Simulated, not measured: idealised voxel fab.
Process module, titled voxel ribs on slabs
We display cut, a cross-section 260 nm in width whose square cells are each 5 nm.
The cross-sections in this document take the form of a grid made of square cells. They are written out as bands, in order from top to bottom. Each band consists of one or more rows of cells. Heads up on the band format: heights come first, top then bottom, in nm. After that it's the materials left to right, each with its width in nm. A single material flagged "everywhere" fills the whole band edge to edge, and "blank" means there's empty space there. Heights are reckoned from 0. Under this level, the received wafer is all of one material. The bottommost band is open-ended downward, for example "0..down". Width spec "30->40" -> top row of cells at first value, bottom row at second value, equal per-row change in between. Step note "nothing different" = no cross-section cell changed. Entry "Encapsulated voids" = empty spaces >= 8 cells with no open way to the top; each as width x height at distance, distance from left edge, all nm. after a step's settings: what the simulator itself notes on the step. Among the settings permitted on a step's line is "overlay nm"; applied to a step with a mask, it specifies the extent to which the mask lay to the right of its planned position, whereas a negative figure signifies a position to the left.
Process steps (planned)
1,RECEIVE: material Si
2,DIRECTIONAL_DEP: material SiO2, thk nm 20
3,DIRECTIONAL_DEP: material polySi, thk nm 25
4,MASKED_ETCH: tone cover, mask id RIB, width nm 15, etch materials polySi, depth nm 20, overlay nm 0
5,PATTERN: tone cover, mask id SLAB, material resist, width nm 75, thk nm 20, overlay nm 0
6,DIRECTIONAL_ETCH: etch materials polySi, depth nm 5
7,STRIP: etch materials resist
8,FILL_DEP: material SiO2, thk nm 25
9,CMP: height nm 65
10,DIRECTIONAL_DEP: material W, thk nm 5
11,MASKED_ETCH: tone cover, mask id HEATER, width nm 25, etch materials W, depth nm 5, overlay nm 0
12,CONFORMAL_DEP: material SiN, thk nm 5
What follows covers the first of two wafers; it ran as planned
As received (post step 1): cross-section
- 0..down: Si everywhere
- Encapsulated voids: none
After step 2
- 20..0: SiO2 everywhere
- Note: structure below 0 unchanged.
After step 3
- 45..20: polySi everywhere
- Note: structure below 20 unchanged.
After step 4
- 45..25: blank=120; polySi=15; blank=125
- Note: structure below 25 unchanged.
After step 5
- 65..45: blank=90; resist=75; blank=95
- 45..25: blank=90; resist=30; polySi=15; resist=30; blank=95
- Note: structure below 25 unchanged.
After step 6
- 65..45: blank=90; resist=75; blank=95
- 45..25: blank=90; resist=30; polySi=15; resist=30; blank=95
- 25..20: blank=90; polySi=75; blank=95
- Note: structure below 20 unchanged.
After step 7
- 45..25: blank=120; polySi=15; blank=125
- Note: structure below 25 unchanged.
After step 8
- 70..45: SiO2 everywhere
- 45..25: SiO2=120; polySi=15; SiO2=125
- 25..20: SiO2=90; polySi=75; SiO2=95
- Note: structure below 20 unchanged.
After step 9
- 65..45: SiO2 everywhere
- Note: structure below 45 unchanged.
After step 10
- 70..65: W everywhere
- Note: structure below 65 unchanged.
After step 11
- 70..65: blank=115; W=25; blank=120
- Note: structure below 65 unchanged.
After step 12
- 75..70: blank=110; SiN=35; blank=115
- 70..65: SiN=115; W=25; SiN=120
- Note: structure below 65 unchanged.
The second wafer began exactly as the first did and followed the same plan, but one mistake was made while running it; through step 11 inclusive, the two wafers are identical
Second wafer, cross-section, planned end of step 12: nothing different
Which mistake was made when the wafer was run? step 12 of the plan never got run, it was skipped over
In the final state, the cell counts of the second wafer exceed or fall short of those of the first for the following materials: -54 SiN
